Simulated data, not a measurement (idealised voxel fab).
Proc. module: voxel ribs on slabs
The figure presents cross-section cut, which has a width of 285 nm and is divided into square cells with an edge length of 5 nm.
Cross-sections here: square-cell grids, written as top-down lists of bands, a band being one or more rows of cells. In this notation a band is specified by the heights of its top and bottom, in that order and in nm, after which its materials appear from left to right, each paired with its width in nm. The word "throughout" attached to a single material means that material fills the band from edge to edge; the word "empty" stands for empty space. Measure heights from 0. That's the level where, below it, the as-received wafer is all one material. The lowest band is bottomless and extends downward; write it as in "0..down". It should be noted that a width expressed as "30 to 40" varies in equal increments from row to row of cells within the band, taking the value of the first number at the top row and that of the second number at the bottom row. Step marked "remained the same"? Then no cell in the cross-section changed in it. Entry "Closed internal cavities". Content: empty spaces with no open connection to the top, size 8 cells or greater. Each: width x height at distance. Distance: from left edge. Unit: nm. Heads up: the bit after the settings on a step's line is the simulator's remark on that step. A step's line can hold "overlay nm"; with a mask on that step, the setting says how far right of the planned place the mask lay, while a negative setting says it lay to the left.
-- The steps planned for the process are as follows
1,RECEIVE with material Si
2,DIRECTIONAL_DEP with material SiO2, thk nm 20
3,DIRECTIONAL_DEP with material SiN, thk nm 20
4,MASKED_ETCH with tone cover, mask id RIB, width nm 20, etch materials SiN, depth nm 10, overlay nm 0
5,PATTERN with tone cover, mask id SLAB, material resist, width nm 60, thk nm 20, overlay nm 0
6,DIRECTIONAL_ETCH with etch materials SiN, depth nm 10
7,STRIP with etch materials resist
8,FILL_DEP with material SiO2, thk nm 20
9,CMP with height nm 55
10,DIRECTIONAL_DEP with material W, thk nm 10
11,MASKED_ETCH with tone cover, mask id HEATER, width nm 30, etch materials W, depth nm 10, overlay nm 0
12,CONFORMAL_DEP with material SiO2, thk nm 10
-- The following pertains to the first of two wafers, which was processed as planned
-- Wafer at receipt (post step 1), cross-section
* 0..down  Si throughout
* Closed internal cavities: none
-- The wafer in cross-section once step 2 is complete
* 20..0  SiO2 throughout
* below 0: unchanged
-- The wafer in cross-section once step 3 is complete
* 40..20  SiN throughout
* below 20: unchanged
-- The wafer in cross-section once step 4 is complete
* 40..30  empty=130, then SiN=20, then empty=135
* below 30: unchanged
-- The wafer in cross-section once step 5 is complete
* 60..40  empty=110, then resist=60, then empty=115
* 40..30  empty=110, then resist=20, then SiN=20, then resist=20, then empty=115
* below 30: unchanged
-- The wafer in cross-section once step 6 is complete
* 60..40  empty=110, then resist=60, then empty=115
* 40..30  empty=110, then resist=20, then SiN=20, then resist=20, then empty=115
* 30..20  empty=110, then SiN=60, then empty=115
* below 20: unchanged
-- The wafer in cross-section once step 7 is complete
* 40..30  empty=130, then SiN=20, then empty=135
* below 30: unchanged
-- The wafer in cross-section once step 8 is complete
* 60..40  SiO2 throughout
* 40..30  SiO2=130, then SiN=20, then SiO2=135
* 30..20  SiO2=110, then SiN=60, then SiO2=115
* below 20: unchanged
-- The wafer in cross-section once step 9 is complete
* 55..40  SiO2 throughout
* below 40: unchanged
-- The wafer in cross-section once step 10 is complete
* 65..55  W throughout
* below 55: unchanged
-- The wafer in cross-section once step 11 is complete
* 65..55  empty=125, then W=30, then empty=130
* below 55: unchanged
-- The wafer in cross-section once step 12 is complete
* 75..65  empty=115, then SiO2=50, then empty=120
* 65..55  SiO2=125, then W=30, then SiO2=130
* below 55: unchanged
-- The remaining wafer, second of the two, started like the first and was run to the same plan, except that one mistake was made along the way; the two coincide through step 2, inclusive
-- Cross-sectional view of the second wafer at the intended end time of process step 3
* 60..20  SiN throughout
* below 20: unchanged
-- Cross-sectional view of the second wafer at the intended end time of process step 4
* 60..50  empty=130, then SiN=20, then empty=135
* below 50: unchanged
-- Cross-sectional view of the second wafer at the intended end time of process step 5
* 80..60  empty=110, then resist=60, then empty=115
* 60..50  empty=110, then resist=20, then SiN=20, then resist=20, then empty=115
* below 50: unchanged
-- Cross-sectional view of the second wafer at the intended end time of process step 6
* 80..60  empty=110, then resist=60, then empty=115
* 60..50  empty=110, then resist=20, then SiN=20, then resist=20, then empty=115
* 50..40  empty=110, then SiN=60, then empty=115
* below 40: unchanged
-- Cross-sectional view of the second wafer at the intended end time of process step 7
* 60..50  empty=130, then SiN=20, then empty=135
* below 50: unchanged
-- Cross-sectional view of the second wafer at the intended end time of process step 8
* 80..60  SiO2 throughout
* 60..50  SiO2=130, then SiN=20, then SiO2=135
* 50..40  SiO2=110, then SiN=60, then SiO2=115
* below 40: unchanged
-- Cross-sectional view of the second wafer at the intended end time of process step 9
* 55..50  SiO2=130, then SiN=20, then SiO2=135
* below 50: unchanged
-- Cross-sectional view of the second wafer at the intended end time of process step 10
* 65..55  W throughout
* below 55: unchanged
-- Cross-sectional view of the second wafer at the intended end time of process step 11
* 65..55  empty=125, then W=30, then empty=130
* below 55: unchanged
-- Cross-sectional view of the second wafer at the intended end time of process step 12
* 75..65  empty=115, then SiO2=50, then empty=120
* 65..55  SiO2=125, then W=30, then SiO2=130
* below 55: unchanged
Deviation from plan: yeah, plan step 3 got run twice
Final wafer comparison in cells, second versus first, more or fewer per material: SiN: 224 more | SiO2: 224 fewer
